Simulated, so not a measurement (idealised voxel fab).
Presented below is a process module, voxel transistor to metal.
In the cross-section labelled cut, the width is 160 nm and each square cell is 5 nm.
Square cells in a grid make up a cross-section in this document, and the grid is given as bands, listed from the top down, each one or more rows of cells.
Top height, bottom height, nm. Materials left to right, width each, nm. Single material + "everywhere" = fills band edge to edge. "blank" = empty.
Counting heights begins at 0, where everything beneath is, in the wafer as received, one material. The lowest band has no bottom; it goes on downwards, as "from 0 down" shows.
The expression "30 to 40" gives the width at the extremes of the band, the first number at its top row of cells and the second at its bottom row, with the width changing by equal amounts from each row to the next in between.
You'll sometimes find "changes: none" written for a step, and that's the way of saying that nowhere in the cross-section did a cell change during that step.
"Enclosed void list" contains a list of empty spaces, each no smaller than 8 cells and without an open way to the top, written in the form width x height at distance with the distance from the left edge and all three in nm.
Step line, after settings: the simulator's comment on this step.
If you see "overlay nm" on a step's line and that step has a mask, it's telling you how far right of where it was planned the mask ended up; a negative number means it went left instead.

## These are the steps we planned for the process
1 RECEIVE,material Si
2 CONFORMAL_DEP,material SiO2,thk nm 5
3 CONFORMAL_DEP,material SiN,thk nm 15
4 DIRECTIONAL_DEP,material aC,thk nm 10
5 PATTERN,tone cover,mask id ACTIVE,material resist,width nm 90,thk nm 30,overlay nm 0
6 DIRECTIONAL_ETCH,etch materials aC,depth nm 10
7 STRIP,etch materials resist
8 DIRECTIONAL_ETCH,etch materials SiN,depth nm 15
9 DIRECTIONAL_ETCH,etch materials SiO2,depth nm 5
10 DIRECTIONAL_ETCH,etch materials Si,depth nm 35
11 STRIP,etch materials aC
12 FILL_DEP,material SiO2,thk nm 5
13 CMP,height nm 20
14 SELECTIVE_ETCH,etch materials SiO2,depth nm 10
15 STRIP,etch materials SiN
16 SELECTIVE_ETCH,etch materials SiO2,depth nm 5
17 OXIDIZE,depth nm 5
18 DIRECTIONAL_DEP,material polySi,thk nm 20
19 DIRECTIONAL_DEP,material SiCN,thk nm 10
20 PATTERN,tone cover,mask id GATE,material resist,width nm 20,thk nm 20,overlay nm 0
21 DIRECTIONAL_ETCH,etch materials SiCN,depth nm 20
22 DIRECTIONAL_ETCH,etch materials polySi,depth nm 30
23 STRIP,etch materials resist
24 CONFORMAL_DEP,material SiN,thk nm 5
25 DIRECTIONAL_ETCH,etch materials SiN,depth nm 5
26 DIRECTIONAL_ETCH,etch materials SiO2,depth nm 5
27 DIRECTIONAL_ETCH,etch materials Si,depth nm 10
28 EPI,material SiGe,thk nm 10
29 FILL_DEP,material SiO2,thk nm 10
30 CMP,height nm 30
31 DIRECTIONAL_DEP,material SiO2,thk nm 15
32 MASKED_ETCH,tone open,mask id CONTACT,width nm 15,pitch nm 65,etch materials SiO2,depth nm 50,overlay nm 0
33 CONFORMAL_DEP,material TiN,thk nm 5
34 FILL_DEP,material W,thk nm 5
35 CMP,height nm 45
36 DIRECTIONAL_DEP,material TiN,thk nm 5
37 DIRECTIONAL_DEP,material Ru,thk nm 15
38 MASKED_ETCH,tone cover,mask id METAL_1,width nm 15,pitch nm 65,etch materials Ru,depth nm 15,overlay nm 0
39 MASKED_ETCH,tone cover,mask id METAL_1,width nm 15,pitch nm 65,etch materials TiN,depth nm 5,overlay nm 0
40 FILL_DEP,material lowk,thk nm 5
41 CMP,height nm 65
42 CONFORMAL_DEP,material SiCN,thk nm 5
43 DIRECTIONAL_DEP,material lowk,thk nm 25
44 MASKED_ETCH,tone open,mask id METAL_2,width nm 15,pitch nm 65,etch materials lowk,depth nm 15,overlay nm 0
45 PATTERN,tone open,mask id METAL_2_HOLES,material resist,width nm 15,pitch nm 65,thk nm 20,overlay nm 0
46 DIRECTIONAL_ETCH,etch materials lowk,depth nm 10
47 DIRECTIONAL_ETCH,etch materials SiCN,depth nm 5
48 STRIP,etch materials resist
49 CONFORMAL_DEP,material TiN,thk nm 5
50 FILL_DEP,material Cu,thk nm 10
51 CMP,height nm 95
52 CONFORMAL_DEP,material SiCN,thk nm 5

## Wafer as received: cross-section following step 1
from 0 down = Si everywhere
Enclosed void list: none

## Post-module cross-section: identical start and plan to those above, one misstep in execution
from 100 to 95 = SiCN everywhere
from 95 to 70 = lowk: 40; TiN: 5; Cu: 5; TiN: 5; lowk: 50; TiN: 5; Cu: 5; TiN: 5; lowk: 40
from 70 to 65 = SiCN: 40; TiN: 15; SiCN: 50; TiN: 15; SiCN: 40
from 65 to 50 = lowk: 40; Ru: 15; lowk: 50; Ru: 15; lowk: 40
from 50 to 45 = lowk: 40; TiN: 15; lowk: 50; TiN: 15; lowk: 40
from 45 to 30 = SiO2: 45; TiN: 5; W: 5; TiN: 5; SiO2: 50; TiN: 5; W: 5; TiN: 5; SiO2: 35
from 30 to 20 = SiO2: 45; TiN: 5; W: 5; TiN: 5; SiO2: 5; SiN: 5; SiCN: 20; SiN: 5; SiO2: 15; TiN: 5; W: 5; TiN: 5; SiO2: 35
from 20 to 10 = SiO2: 45; TiN: 5; W: 5; TiN: 5; SiO2: 5; SiN: 5; polySi: 20; SiN: 5; SiO2: 15; TiN: 5; W: 5; TiN: 5; SiO2: 35
from 10 to 5 = SiO2: 45; TiN: 15; SiO2: 5; SiN: 5; polySi: 20; SiN: 5; SiO2: 15; TiN: 5; W: 5; TiN: 5; SiO2: 35
from 5 to 0 = SiO2: 30; SiN: 5; SiO2: 10; TiN: 10; SiGe: 10; SiN: 5; polySi: 20; SiN: 5; SiGe: 10; SiO2: 5; TiN: 5; W: 5; TiN: 5; SiN: 5; SiO2: 30
from 0 to -5 = SiO2: 45; TiN: 10; SiGe: 10; SiO2: 30; SiGe: 10; SiO2: 5; TiN: 15; SiO2: 35
from -5 to -15 = SiO2: 35; SiGe: 30; Si: 30; SiGe: 30; SiO2: 35
from -15 to -35 = SiO2: 35; Si: 90; SiO2: 35
from -35 down = Si everywhere
Enclosed void list: none
Where did the run depart from the plan? rather than as planned, step 32 actually ran as MASKED_ETCH,tone open,mask id CONTACT,width nm 15,pitch nm 65,etch materials SiO2,depth nm 50,overlay nm 5
